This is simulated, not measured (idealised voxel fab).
Process module name: voxel self aligned contacts
Cross-section cut: width 255 nm, square cells of 5 nm.
This document writes a cross-section as a grid whose cells are square, and gives it as bands, listed from the top down; one or more rows of cells form a band.
Heights first: top, then bottom, in nm. Then materials, left to right, each with a width in nm. "throughout" on a single material: fills the band edge to edge. "empty": empty space.
Beneath 0, the wafer as received is one material, and that level is where height counting begins. The lowest band goes on downward without a bottom; it is written like "0 nm and below".
So if you see something like "30..40" for the width, read it as the top row of the band sitting at the first number and the bottom row at the second, with every row in between moving by the same amount as the last.
A step reported as "identical to before" is a step in which no cell of the cross-section changed.
Enclosed voids (no open way to top), threshold 8 cells or more, entry "Listed closed voids", notation width x height at distance, distance from left edge, nm.
Formally, on a step line, whatever follows the settings is a remark that the simulator itself makes on the step.
The optional step-line setting "overlay nm" applies to steps with a mask and quantifies how far to the right of its planned location the mask lay, a negative value indicating leftward placement.

Planned step list for the process:
1,op RECEIVE | material Si
2,op CONFORMAL_DEP | material SiO2 | thk nm 5
3,op DIRECTIONAL_DEP | material polySi | thk nm 25
4,op DIRECTIONAL_DEP | material SiN | thk nm 25
5,op PATTERN | tone cover | mask id GATE | material resist | width nm 35 | pitch nm 75 | thk nm 15 | overlay nm 0
6,op DIRECTIONAL_ETCH | etch materials SiN | depth nm 25
7,op DIRECTIONAL_ETCH | etch materials polySi | depth nm 25
8,op STRIP | etch materials resist
9,op CONFORMAL_DEP | material SiN | thk nm 10
10,op DIRECTIONAL_ETCH | etch materials SiN | depth nm 10
11,op FILL_DEP | material SiO2 | thk nm 15
12,op CMP | height nm 65
13,op MASKED_ETCH | tone open | mask id CONTACT | width nm 50 | pitch nm 75 | etch materials SiO2 | depth nm 65 | overlay nm 0
14,op CONFORMAL_DEP | material TiN | thk nm 5
15,op FILL_DEP | material Ru | thk nm 10
16,op CMP | height nm 65
17,op CONFORMAL_DEP | material SiN | thk nm 5

First of two wafers: run as planned:

Incoming wafer, cross-sectional view, post step 1:
- 0 nm and below: Si throughout
- Listed closed voids: none

After step 2: wafer cross-section:
- 5 nm to 0 nm: SiO2 throughout
- For the remainder of the cross-section, below 0, there is no change.

After step 3: wafer cross-section:
- 30 nm to 5 nm: polySi throughout
- For the remainder of the cross-section, below 5, there is no change.

After step 4: wafer cross-section:
- 55 nm to 30 nm: SiN throughout
- For the remainder of the cross-section, below 30, there is no change.

After step 5: wafer cross-section:
- 70 nm to 55 nm: empty=35; resist=35; empty=40; resist=35; empty=40; resist=35; empty=35
- For the remainder of the cross-section, below 55, there is no change.

After step 6: wafer cross-section:
- 70 nm to 55 nm: empty=35; resist=35; empty=40; resist=35; empty=40; resist=35; empty=35
- 55 nm to 30 nm: empty=35; SiN=35; empty=40; SiN=35; empty=40; SiN=35; empty=35
- For the remainder of the cross-section, below 30, there is no change.

After step 7: wafer cross-section:
- 70 nm to 55 nm: empty=35; resist=35; empty=40; resist=35; empty=40; resist=35; empty=35
- 55 nm to 30 nm: empty=35; SiN=35; empty=40; SiN=35; empty=40; SiN=35; empty=35
- 30 nm to 5 nm: empty=35; polySi=35; empty=40; polySi=35; empty=40; polySi=35; empty=35
- For the remainder of the cross-section, below 5, there is no change.

After step 8: wafer cross-section:
- 55 nm to 30 nm: empty=35; SiN=35; empty=40; SiN=35; empty=40; SiN=35; empty=35
- For the remainder of the cross-section, below 30, there is no change.

After step 9: wafer cross-section:
- 65 nm to 30 nm: empty=25; SiN=55; empty=20; SiN=55; empty=20; SiN=55; empty=25
- 30 nm to 15 nm: empty=25; SiN=10; polySi=35; SiN=10; empty=20; SiN=10; polySi=35; SiN=10; empty=20; SiN=10; polySi=35; SiN=10; empty=25
- 15 nm to 5 nm: SiN=35; polySi=35; SiN=40; polySi=35; SiN=40; polySi=35; SiN=35
- For the remainder of the cross-section, below 5, there is no change.

After step 10: wafer cross-section:
- 55 nm to 30 nm: empty=25; SiN=55; empty=20; SiN=55; empty=20; SiN=55; empty=25
- 30 nm to 5 nm: empty=25; SiN=10; polySi=35; SiN=10; empty=20; SiN=10; polySi=35; SiN=10; empty=20; SiN=10; polySi=35; SiN=10; empty=25
- For the remainder of the cross-section, below 5, there is no change.

After step 11: wafer cross-section:
- 70 nm to 55 nm: SiO2 throughout
- 55 nm to 30 nm: SiO2=25; SiN=55; SiO2=20; SiN=55; SiO2=20; SiN=55; SiO2=25
- 30 nm to 5 nm: SiO2=25; SiN=10; polySi=35; SiN=10; SiO2=20; SiN=10; polySi=35; SiN=10; SiO2=20; SiN=10; polySi=35; SiN=10; SiO2=25
- For the remainder of the cross-section, below 5, there is no change.

After step 12: wafer cross-section:
- 65 nm to 55 nm: SiO2 throughout
- For the remainder of the cross-section, below 55, there is no change.

After step 13: wafer cross-section:
- 65 nm to 55 nm: SiO2=65; empty=50; SiO2=25; empty=50; SiO2=65
- 55 nm to 30 nm: SiO2=25; SiN=55; empty=20; SiN=55; empty=20; SiN=55; SiO2=25
- 30 nm to 5 nm: SiO2=25; SiN=10; polySi=35; SiN=10; empty=20; SiN=10; polySi=35; SiN=10; empty=20; SiN=10; polySi=35; SiN=10; SiO2=25
- 5 nm to 0 nm: SiO2=80; empty=20; SiO2=55; empty=20; SiO2=80
- For the remainder of the cross-section, below 0, there is no change.

After step 14: wafer cross-section:
- 70 nm to 65 nm: TiN=70; empty=40; TiN=35; empty=40; TiN=70
- 65 nm to 55 nm: SiO2=65; TiN=5..20; empty=40..10; TiN=5..20; SiO2=25; TiN=5..20; empty=40..10; TiN=5..20; SiO2=65
- 55 nm to 30 nm: SiO2=25; SiN=55; TiN=5; empty=10; TiN=5; SiN=55; TiN=5; empty=10; TiN=5; SiN=55; SiO2=25
- 30 nm to 5 nm: SiO2=25; SiN=10; polySi=35; SiN=10; TiN=5; empty=10; TiN=5; SiN=10; polySi=35; SiN=10; TiN=5; empty=10; TiN=5; SiN=10; polySi=35; SiN=10; SiO2=25
- 5 nm to 0 nm: SiO2=80; TiN=20; SiO2=55; TiN=20; SiO2=80
- For the remainder of the cross-section, below 0, there is no change.

After step 15: wafer cross-section:
- 80 nm to 70 nm: Ru throughout
- 70 nm to 65 nm: TiN=70; Ru=40; TiN=35; Ru=40; TiN=70
- 65 nm to 55 nm: SiO2=65; TiN=5..20; Ru=40..10; TiN=5..20; SiO2=25; TiN=5..20; Ru=40..10; TiN=5..20; SiO2=65
- 55 nm to 30 nm: SiO2=25; SiN=55; TiN=5; Ru=10; TiN=5; SiN=55; TiN=5; Ru=10; TiN=5; SiN=55; SiO2=25
- 30 nm to 5 nm: SiO2=25; SiN=10; polySi=35; SiN=10; TiN=5; Ru=10; TiN=5; SiN=10; polySi=35; SiN=10; TiN=5; Ru=10; TiN=5; SiN=10; polySi=35; SiN=10; SiO2=25
- For the remainder of the cross-section, below 5, there is no change.

After step 16: wafer cross-section:
- 65 nm to 55 nm: SiO2=65; TiN=5..20; Ru=40..10; TiN=5..20; SiO2=25; TiN=5..20; Ru=40..10; TiN=5..20; SiO2=65
- For the remainder of the cross-section, below 55, there is no change.

After step 17: wafer cross-section:
- 70 nm to 65 nm: SiN throughout
- For the remainder of the cross-section, below 65, there is no change.

Wafer two. Identical start, identical plan. One mistake in execution. Identical history through step 4:

At the planned end of step 5, the second wafer in cross-section:
- 70 nm to 55 nm: empty=40; resist=30; empty=45; resist=30; empty=45; resist=30; empty=35
- For the remainder of the cross-section, below 55, there is no change.

At the planned end of step 6, the second wafer in cross-section:
- 70 nm to 55 nm: empty=40; resist=30; empty=45; resist=30; empty=45; resist=30; empty=35
- 55 nm to 30 nm: empty=40; SiN=30; empty=45; SiN=30; empty=45; SiN=30; empty=35
- For the remainder of the cross-section, below 30, there is no change.

At the planned end of step 7, the second wafer in cross-section:
- 70 nm to 55 nm: empty=40; resist=30; empty=45; resist=30; empty=45; resist=30; empty=35
- 55 nm to 30 nm: empty=40; SiN=30; empty=45; SiN=30; empty=45; SiN=30; empty=35
- 30 nm to 5 nm: empty=40; polySi=30; empty=45; polySi=30; empty=45; polySi=30; empty=35
- For the remainder of the cross-section, below 5, there is no change.

At the planned end of step 8, the second wafer in cross-section:
- 55 nm to 30 nm: empty=40; SiN=30; empty=45; SiN=30; empty=45; SiN=30; empty=35
- For the remainder of the cross-section, below 30, there is no change.

At the planned end of step 9, the second wafer in cross-section:
- 65 nm to 30 nm: empty=30; SiN=50; empty=25; SiN=50; empty=25; SiN=50; empty=25
- 30 nm to 15 nm: empty=30; SiN=10; polySi=30; SiN=10; empty=25; SiN=10; polySi=30; SiN=10; empty=25; SiN=10; polySi=30; SiN=10; empty=25
- 15 nm to 5 nm: SiN=40; polySi=30; SiN=45; polySi=30; SiN=45; polySi=30; SiN=35
- For the remainder of the cross-section, below 5, there is no change.

At the planned end of step 10, the second wafer in cross-section:
- 55 nm to 30 nm: empty=30; SiN=50; empty=25; SiN=50; empty=25; SiN=50; empty=25
- 30 nm to 5 nm: empty=30; SiN=10; polySi=30; SiN=10; empty=25; SiN=10; polySi=30; SiN=10; empty=25; SiN=10; polySi=30; SiN=10; empty=25
- For the remainder of the cross-section, below 5, there is no change.

At the planned end of step 11, the second wafer in cross-section:
- 70 nm to 55 nm: SiO2 throughout
- 55 nm to 30 nm: SiO2=30; SiN=50; SiO2=25; SiN=50; SiO2=25; SiN=50; SiO2=25
- 30 nm to 5 nm: SiO2=30; SiN=10; polySi=30; SiN=10; SiO2=25; SiN=10; polySi=30; SiN=10; SiO2=25; SiN=10; polySi=30; SiN=10; SiO2=25
- For the remainder of the cross-section, below 5, there is no change.

At the planned end of step 12, the second wafer in cross-section:
- 65 nm to 55 nm: SiO2 throughout
- For the remainder of the cross-section, below 55, there is no change.

At the planned end of step 13, the second wafer in cross-section:
- 65 nm to 55 nm: SiO2=65; empty=50; SiO2=25; empty=50; SiO2=65
- 55 nm to 30 nm: SiO2=30; SiN=50; empty=25; SiN=50; empty=25; SiN=50; SiO2=25
- 30 nm to 5 nm: SiO2=30; SiN=10; polySi=30; SiN=10; empty=25; SiN=10; polySi=30; SiN=10; empty=25; SiN=10; polySi=30; SiN=10; SiO2=25
- 5 nm to 0 nm: SiO2=80; empty=25; SiO2=50; empty=25; SiO2=75
- For the remainder of the cross-section, below 0, there is no change.

At the planned end of step 14, the second wafer in cross-section:
- 70 nm to 65 nm: TiN=70; empty=40; TiN=35; empty=40; TiN=70
- 65 nm to 55 nm: SiO2=65; TiN=5..20; empty=40..15; TiN=5..15; SiO2=25; TiN=5..20; empty=40..15; TiN=5..15; SiO2=65
- 55 nm to 30 nm: SiO2=30; SiN=50; TiN=5; empty=15; TiN=5; SiN=50; TiN=5; empty=15; TiN=5; SiN=50; SiO2=25
- 30 nm to 5 nm: SiO2=30; SiN=10; polySi=30; SiN=10; TiN=5; empty=15; TiN=5; SiN=10; polySi=30; SiN=10; TiN=5; empty=15; TiN=5; SiN=10; polySi=30; SiN=10; SiO2=25
- 5 nm to 0 nm: SiO2=80; TiN=25; SiO2=50; TiN=25; SiO2=75
- For the remainder of the cross-section, below 0, there is no change.

At the planned end of step 15, the second wafer in cross-section:
- 80 nm to 70 nm: Ru throughout
- 70 nm to 65 nm: TiN=70; Ru=40; TiN=35; Ru=40; TiN=70
- 65 nm to 55 nm: SiO2=65; TiN=5..20; Ru=40..15; TiN=5..15; SiO2=25; TiN=5..20; Ru=40..15; TiN=5..15; SiO2=65
- 55 nm to 30 nm: SiO2=30; SiN=50; TiN=5; Ru=15; TiN=5; SiN=50; TiN=5; Ru=15; TiN=5; SiN=50; SiO2=25
- 30 nm to 5 nm: SiO2=30; SiN=10; polySi=30; SiN=10; TiN=5; Ru=15; TiN=5; SiN=10; polySi=30; SiN=10; TiN=5; Ru=15; TiN=5; SiN=10; polySi=30; SiN=10; SiO2=25
- For the remainder of the cross-section, below 5, there is no change.

At the planned end of step 16, the second wafer in cross-section:
- 65 nm to 55 nm: SiO2=65; TiN=5..20; Ru=40..15; TiN=5..15; SiO2=25; TiN=5..20; Ru=40..15; TiN=5..15; SiO2=65
- For the remainder of the cross-section, below 55, there is no change.

At the planned end of step 17, the second wafer in cross-section:
- 70 nm to 65 nm: SiN throughout
- For the remainder of the cross-section, below 65, there is no change.
The mistake made against the process plan was this: heads up, step 5 didn't go per plan, it actually ran as op PATTERN | tone cover | mask id GATE | material resist | width nm 30 | pitch nm 75 | thk nm 15 | overlay nm 0
Final cells, second wafer relative to first, materials higher or lower: +22 Ru | -15 SiN | +8 SiO2 | -15 polySi
